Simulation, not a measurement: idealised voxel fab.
The process module that follows is named voxel self aligned vias.
Section shown: cut. Width: 295 nm. Cell size: 5 nm, square.
If you're reading a cross-section in this doc, picture square cells in a grid; it comes to you as bands, top ones listed first down to the bottom, and a band can be one or more rows of cells. Top height, bottom height, nm. Materials left to right, width each, nm. Single material + "everywhere" = fills band edge to edge. "blank" = empty. Height is counted from the level 0, under which the received wafer is composed throughout of one material. The lowest of the bands is not closed at the bottom but continues downward, in the notation "from 0 down". Graded width ("30 to 40"): value in top row of band = first number; value in bottom row = second number; row-to-row change constant. The cross-section has no changed cell in any step marked "remains unaltered". The entry titled "Closed void table" provides the empty spaces that have no open way to the top, restricted to those of 8 cells or more. Each is presented as width x height at distance, the distance being measured from the left edge, with all three in nm. Note: text after step settings on the step line = simulator remark on that step. The line of a step may include "overlay nm". On a step with a mask, this value is how far to the right of its planned place the mask lay. A negative value means the mask lay to the left.

# List of planned process steps
- 1: RECEIVE [material Si]
- 2: CONFORMAL_DEP [material SiO2] [thk nm 15]
- 3: CONFORMAL_DEP [material SiCN] [thk nm 5]
- 4: DIRECTIONAL_DEP [material SiO2] [thk nm 30]
- 5: DIRECTIONAL_DEP [material aC] [thk nm 15]
- 6: PATTERN [tone open] [mask id LINES] [material resist] [width nm 20] [pitch nm 70] [thk nm 35] [overlay nm 0]
- 7: DIRECTIONAL_ETCH [etch materials aC] [depth nm 15]
- 8: STRIP [etch materials resist]
- 9: DIRECTIONAL_ETCH [etch materials SiO2] [depth nm 30]
- 10: STRIP [etch materials aC]
- 11: CONFORMAL_DEP [material TiN] [thk nm 5]
- 12: FILL_DEP [material W] [thk nm 10]
- 13: CMP [height nm 50]
- 14: SELECTIVE_ETCH [etch materials W Ru TiN] [depth nm 10]
- 15: FILL_DEP [material SiN] [thk nm 5]
- 16: CMP [height nm 50]
- 17: DIRECTIONAL_DEP [material SiO2] [thk nm 20]
- 18: MASKED_ETCH [tone open] [mask id VIAS] [width nm 40] [pitch nm 140] [etch materials SiO2] [depth nm 20] [overlay nm 0]
- 19: MASKED_ETCH [tone open] [mask id VIAS] [width nm 40] [pitch nm 140] [etch materials SiN] [depth nm 10] [overlay nm 0]
- 20: CONFORMAL_DEP [material TiN] [thk nm 5]
- 21: FILL_DEP [material Ru] [thk nm 10]
- 22: CMP [height nm 70]
- 23: CONFORMAL_DEP [material SiN] [thk nm 5]

# Cross-section of the wafer upon arrival, representing the state reached after step 1
- from 0 down | Si everywhere
- Closed void table: none

# The cross-section shown corresponds to the wafer at the conclusion of the module. The initial structure and the process plan are those presented above; however, one mistake occurred in executing the plan
- from 75 to 70 | SiN everywhere
- from 70 to 55 | SiO2 55, TiN 5, Ru 30, TiN 5, SiO2 100, TiN 5, Ru 30, TiN 5, SiO2 60
- from 55 to 50 | SiO2 55, TiN 15, Ru 10, TiN 15, SiO2 100, TiN 15, Ru 10, TiN 15, SiO2 60
- from 50 to 45 | SiO2 65, TiN 5, Ru 10, TiN 5, SiO2 50, SiN 20, SiO2 50, TiN 5, Ru 10, TiN 5, SiO2 70
- from 45 to 40 | SiO2 65, TiN 20, SiO2 50, SiN 20, SiO2 50, TiN 20, SiO2 70
- from 40 to 25 | SiO2 65, TiN 5, W 10, TiN 5, SiO2 50, TiN 5, W 10, TiN 5, SiO2 50, TiN 5, W 10, TiN 5, SiO2 70
- from 25 to 20 | SiO2 65, TiN 20, SiO2 50, TiN 20, SiO2 50, TiN 20, SiO2 70
- from 20 to 5 | SiO2 everywhere
- from 5 to 0 | SiCN everywhere
- from 0 down | Si everywhere
- Closed void table: none
Short version of what went wrong: order of steps 2 and 3 inverted relative to the plan
